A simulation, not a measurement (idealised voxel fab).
The process module presented herein is designated voxel trench capacitor.
Cross-sectional view cut (width: 275 nm; square cell size: 5 nm).
Just so we're on the same page, the cross-sections are grids of square cells, and they're listed out in bands top to bottom, each band one or more rows deep.
A band entry consists of two parts. The first gives the height of the band's top and the height of its bottom, in nm. The rest lists the band's materials from left to right, each with its width in nm. A single material labelled with the word "edge to edge" fills the band from edge to edge, and the word "air" marks empty space.
Height 0 is the level under which the wafer as received is all one material. The lowest band goes on downwards, as in "from 0 down".
Per-row width for "30 to 40": begins at first number (top row of band), ends at second number (bottom row), increment between rows held constant.
Step note "nothing different" = no cross-section cell changed.
So "Voids, fully enclosed" is basically the list of trapped voids: any empty space of 8 cells or more that can't reach the top through an opening. They're written width x height at distance, the distance being from the left edge, and it's all nm.
It should be noted that, on the line of a given step, the content following the step's settings is a remark produced by the simulator itself with respect to that step.
overlay nm: where the mask lay relative to plan, measured to the right, on steps with a mask; negatives go left.
-- The process steps that were planned are listed below
step 1: RECEIVE: material Si
step 2: CONFORMAL_DEP: material SiN, thk nm 10
step 3: MASKED_ETCH: tone open, mask id TRENCH, width nm 30, pitch nm 60, etch materials SiN, depth nm 10, overlay nm 0
step 4: MASKED_ETCH: tone open, mask id TRENCH, width nm 30, pitch nm 60, etch materials Si, depth nm 25, overlay nm 0
step 5: CONFORMAL_DEP: material Al2O3, thk nm 5
step 6: CONFORMAL_DEP: material TiN, thk nm 5
step 7: FILL_DEP: material W, thk nm 10
step 8: CMP: height nm 10
-- First of two wafers: run as planned
-- Wafer at receipt (post step 1), cross-section
    from 0 down | Si edge to edge
    Voids, fully enclosed: none
-- Step 2 complete: cross-section through the wafer
    from 10 to 0 | SiN edge to edge
    Below a height of 0, the structure has not been altered.
-- Step 3 complete: cross-section through the wafer
    from 10 to 0 | SiN 30 nm  air 30 nm  SiN 30 nm  air 30 nm  SiN 30 nm  air 30 nm  SiN 30 nm  air 30 nm  SiN 35 nm
    Below a height of 0, the structure has not been altered.
-- Step 4 complete: cross-section through the wafer
    from 10 to 0 | SiN 30 nm  air 30 nm  SiN 30 nm  air 30 nm  SiN 30 nm  air 30 nm  SiN 30 nm  air 30 nm  SiN 35 nm
    from 0 to -25 | Si 30 nm  air 30 nm  Si 30 nm  air 30 nm  Si 30 nm  air 30 nm  Si 30 nm  air 30 nm  Si 35 nm
    Below a height of -25, the structure has not been altered.
-- Step 5 complete: cross-section through the wafer
    from 15 to 10 | Al2O3 35 nm  air 20 nm  Al2O3 40 nm  air 20 nm  Al2O3 40 nm  air 20 nm  Al2O3 40 nm  air 20 nm  Al2O3 40 nm
    from 10 to 0 | SiN 30 nm  Al2O3 5 nm  air 20 nm  Al2O3 5 nm  SiN 30 nm  Al2O3 5 nm  air 20 nm  Al2O3 5 nm  SiN 30 nm  Al2O3 5 nm  air 20 nm  Al2O3 5 nm  SiN 30 nm  Al2O3 5 nm  air 20 nm  Al2O3 5 nm  SiN 35 nm
    from 0 to -20 | Si 30 nm  Al2O3 5 nm  air 20 nm  Al2O3 5 nm  Si 30 nm  Al2O3 5 nm  air 20 nm  Al2O3 5 nm  Si 30 nm  Al2O3 5 nm  air 20 nm  Al2O3 5 nm  Si 30 nm  Al2O3 5 nm  air 20 nm  Al2O3 5 nm  Si 35 nm
    from -20 to -25 | Si 30 nm  Al2O3 30 nm  Si 30 nm  Al2O3 30 nm  Si 30 nm  Al2O3 30 nm  Si 30 nm  Al2O3 30 nm  Si 35 nm
    Below a height of -25, the structure has not been altered.
-- Step 6 complete: cross-section through the wafer
    from 20 to 15 | TiN 40 nm  air 10 nm  TiN 50 nm  air 10 nm  TiN 50 nm  air 10 nm  TiN 50 nm  air 10 nm  TiN 45 nm
    from 15 to 10 | Al2O3 35 nm  TiN 5 nm  air 10 nm  TiN 5 nm  Al2O3 40 nm  TiN 5 nm  air 10 nm  TiN 5 nm  Al2O3 40 nm  TiN 5 nm  air 10 nm  TiN 5 nm  Al2O3 40 nm  TiN 5 nm  air 10 nm  TiN 5 nm  Al2O3 40 nm
    from 10 to 0 | SiN 30 nm  Al2O3 5 nm  TiN 5 nm  air 10 nm  TiN 5 nm  Al2O3 5 nm  SiN 30 nm  Al2O3 5 nm  TiN 5 nm  air 10 nm  TiN 5 nm  Al2O3 5 nm  SiN 30 nm  Al2O3 5 nm  TiN 5 nm  air 10 nm  TiN 5 nm  Al2O3 5 nm  SiN 30 nm  Al2O3 5 nm  TiN 5 nm  air 10 nm  TiN 5 nm  Al2O3 5 nm  SiN 35 nm
    from 0 to -15 | Si 30 nm  Al2O3 5 nm  TiN 5 nm  air 10 nm  TiN 5 nm  Al2O3 5 nm  Si 30 nm  Al2O3 5 nm  TiN 5 nm  air 10 nm  TiN 5 nm  Al2O3 5 nm  Si 30 nm  Al2O3 5 nm  TiN 5 nm  air 10 nm  TiN 5 nm  Al2O3 5 nm  Si 30 nm  Al2O3 5 nm  TiN 5 nm  air 10 nm  TiN 5 nm  Al2O3 5 nm  Si 35 nm
    from -15 to -20 | Si 30 nm  Al2O3 5 nm  TiN 20 nm  Al2O3 5 nm  Si 30 nm  Al2O3 5 nm  TiN 20 nm  Al2O3 5 nm  Si 30 nm  Al2O3 5 nm  TiN 20 nm  Al2O3 5 nm  Si 30 nm  Al2O3 5 nm  TiN 20 nm  Al2O3 5 nm  Si 35 nm
    Below a height of -20, the structure has not been altered.
-- Step 7 complete: cross-section through the wafer
    from 30 to 20 | W edge to edge
    from 20 to 15 | TiN 40 nm  W 10 nm  TiN 50 nm  W 10 nm  TiN 50 nm  W 10 nm  TiN 50 nm  W 10 nm  TiN 45 nm
    from 15 to 10 | Al2O3 35 nm  TiN 5 nm  W 10 nm  TiN 5 nm  Al2O3 40 nm  TiN 5 nm  W 10 nm  TiN 5 nm  Al2O3 40 nm  TiN 5 nm  W 10 nm  TiN 5 nm  Al2O3 40 nm  TiN 5 nm  W 10 nm  TiN 5 nm  Al2O3 40 nm
    from 10 to 0 | SiN 30 nm  Al2O3 5 nm  TiN 5 nm  W 10 nm  TiN 5 nm  Al2O3 5 nm  SiN 30 nm  Al2O3 5 nm  TiN 5 nm  W 10 nm  TiN 5 nm  Al2O3 5 nm  SiN 30 nm  Al2O3 5 nm  TiN 5 nm  W 10 nm  TiN 5 nm  Al2O3 5 nm  SiN 30 nm  Al2O3 5 nm  TiN 5 nm  W 10 nm  TiN 5 nm  Al2O3 5 nm  SiN 35 nm
    from 0 to -15 | Si 30 nm  Al2O3 5 nm  TiN 5 nm  W 10 nm  TiN 5 nm  Al2O3 5 nm  Si 30 nm  Al2O3 5 nm  TiN 5 nm  W 10 nm  TiN 5 nm  Al2O3 5 nm  Si 30 nm  Al2O3 5 nm  TiN 5 nm  W 10 nm  TiN 5 nm  Al2O3 5 nm  Si 30 nm  Al2O3 5 nm  TiN 5 nm  W 10 nm  TiN 5 nm  Al2O3 5 nm  Si 35 nm
    Below a height of -15, the structure has not been altered.
-- Step 8 complete: cross-section through the wafer
    from 10 to 0 | SiN 30 nm  Al2O3 5 nm  TiN 5 nm  W 10 nm  TiN 5 nm  Al2O3 5 nm  SiN 30 nm  Al2O3 5 nm  TiN 5 nm  W 10 nm  TiN 5 nm  Al2O3 5 nm  SiN 30 nm  Al2O3 5 nm  TiN 5 nm  W 10 nm  TiN 5 nm  Al2O3 5 nm  SiN 30 nm  Al2O3 5 nm  TiN 5 nm  W 10 nm  TiN 5 nm  Al2O3 5 nm  SiN 35 nm
    Below a height of 0, the structure has not been altered.
-- Second wafer - shared start and plan with the first - one error in running - same as the first up to step 2 inclusive
-- Second wafer: cross-section at the scheduled end of step 3
    from 10 to 0 | SiN 20 nm  air 30 nm  SiN 30 nm  air 30 nm  SiN 30 nm  air 30 nm  SiN 30 nm  air 30 nm  SiN 45 nm
    Below a height of 0, the structure has not been altered.
-- Second wafer: cross-section at the scheduled end of step 4
    from 10 to 0 | SiN 20 nm  air 30 nm  SiN 30 nm  air 30 nm  SiN 30 nm  air 30 nm  SiN 30 nm  air 30 nm  SiN 45 nm
    from 0 to -25 | Si 30 nm  air 20 nm  Si 40 nm  air 20 nm  Si 40 nm  air 20 nm  Si 40 nm  air 20 nm  Si 45 nm
    Below a height of -25, the structure has not been altered.
-- Second wafer: cross-section at the scheduled end of step 5
    from 15 to 10 | Al2O3 25 nm  air 20 nm  Al2O3 40 nm  air 20 nm  Al2O3 40 nm  air 20 nm  Al2O3 40 nm  air 20 nm  Al2O3 50 nm
    from 10 to 0 | SiN 20 nm  Al2O3 5 to 15 nm  air 20 to 10 nm  Al2O3 5 nm  SiN 30 nm  Al2O3 5 to 15 nm  air 20 to 10 nm  Al2O3 5 nm  SiN 30 nm  Al2O3 5 to 15 nm  air 20 to 10 nm  Al2O3 5 nm  SiN 30 nm  Al2O3 5 to 15 nm  air 20 to 10 nm  Al2O3 5 nm  SiN 45 nm
    from 0 to -20 | Si 30 nm  Al2O3 5 nm  air 10 nm  Al2O3 5 nm  Si 40 nm  Al2O3 5 nm  air 10 nm  Al2O3 5 nm  Si 40 nm  Al2O3 5 nm  air 10 nm  Al2O3 5 nm  Si 40 nm  Al2O3 5 nm  air 10 nm  Al2O3 5 nm  Si 45 nm
    from -20 to -25 | Si 30 nm  Al2O3 20 nm  Si 40 nm  Al2O3 20 nm  Si 40 nm  Al2O3 20 nm  Si 40 nm  Al2O3 20 nm  Si 45 nm
    Below a height of -25, the structure has not been altered.
-- Second wafer: cross-section at the scheduled end of step 6
    from 20 to 15 | TiN 30 nm  air 10 nm  TiN 50 nm  air 10 nm  TiN 50 nm  air 10 nm  TiN 50 nm  air 10 nm  TiN 55 nm
    from 15 to 10 | Al2O3 25 nm  TiN 5 nm  air 10 nm  TiN 5 nm  Al2O3 40 nm  TiN 5 nm  air 10 nm  TiN 5 nm  Al2O3 40 nm  TiN 5 nm  air 10 nm  TiN 5 nm  Al2O3 40 nm  TiN 5 nm  air 10 nm  TiN 5 nm  Al2O3 50 nm
    from 10 to 0 | SiN 20 nm  Al2O3 5 to 15 nm  TiN 20 to 10 nm  Al2O3 5 nm  SiN 30 nm  Al2O3 5 to 15 nm  TiN 20 to 10 nm  Al2O3 5 nm  SiN 30 nm  Al2O3 5 to 15 nm  TiN 20 to 10 nm  Al2O3 5 nm  SiN 30 nm  Al2O3 5 to 15 nm  TiN 20 to 10 nm  Al2O3 5 nm  SiN 45 nm
    from 0 to -20 | Si 30 nm  Al2O3 5 nm  TiN 10 nm  Al2O3 5 nm  Si 40 nm  Al2O3 5 nm  TiN 10 nm  Al2O3 5 nm  Si 40 nm  Al2O3 5 nm  TiN 10 nm  Al2O3 5 nm  Si 40 nm  Al2O3 5 nm  TiN 10 nm  Al2O3 5 nm  Si 45 nm
    Below a height of -20, the structure has not been altered.
-- Second wafer: cross-section at the scheduled end of step 7
    from 30 to 20 | W edge to edge
    from 20 to 15 | TiN 30 nm  W 10 nm  TiN 50 nm  W 10 nm  TiN 50 nm  W 10 nm  TiN 50 nm  W 10 nm  TiN 55 nm
    from 15 to 10 | Al2O3 25 nm  TiN 5 nm  W 10 nm  TiN 5 nm  Al2O3 40 nm  TiN 5 nm  W 10 nm  TiN 5 nm  Al2O3 40 nm  TiN 5 nm  W 10 nm  TiN 5 nm  Al2O3 40 nm  TiN 5 nm  W 10 nm  TiN 5 nm  Al2O3 50 nm
    Below a height of 10, the structure has not been altered.
-- Second wafer: cross-section at the scheduled end of step 8
    from 10 to 0 | SiN 20 nm  Al2O3 5 to 15 nm  TiN 20 to 10 nm  Al2O3 5 nm  SiN 30 nm  Al2O3 5 to 15 nm  TiN 20 to 10 nm  Al2O3 5 nm  SiN 30 nm  Al2O3 5 to 15 nm  TiN 20 to 10 nm  Al2O3 5 nm  SiN 30 nm  Al2O3 5 to 15 nm  TiN 20 to 10 nm  Al2O3 5 nm  SiN 45 nm
    Below a height of 0, the structure has not been altered.
Want to know what went wrong? for step 3, the planned setting was not used; the step was instead run as MASKED_ETCH: tone open, mask id TRENCH, width nm 30, pitch nm 60, etch materials SiN, depth nm 10, overlay nm -10
Looking at both finished wafers in cells, the second ends up ahead of or behind the first on some materials: 40 more of Si | 40 fewer of W
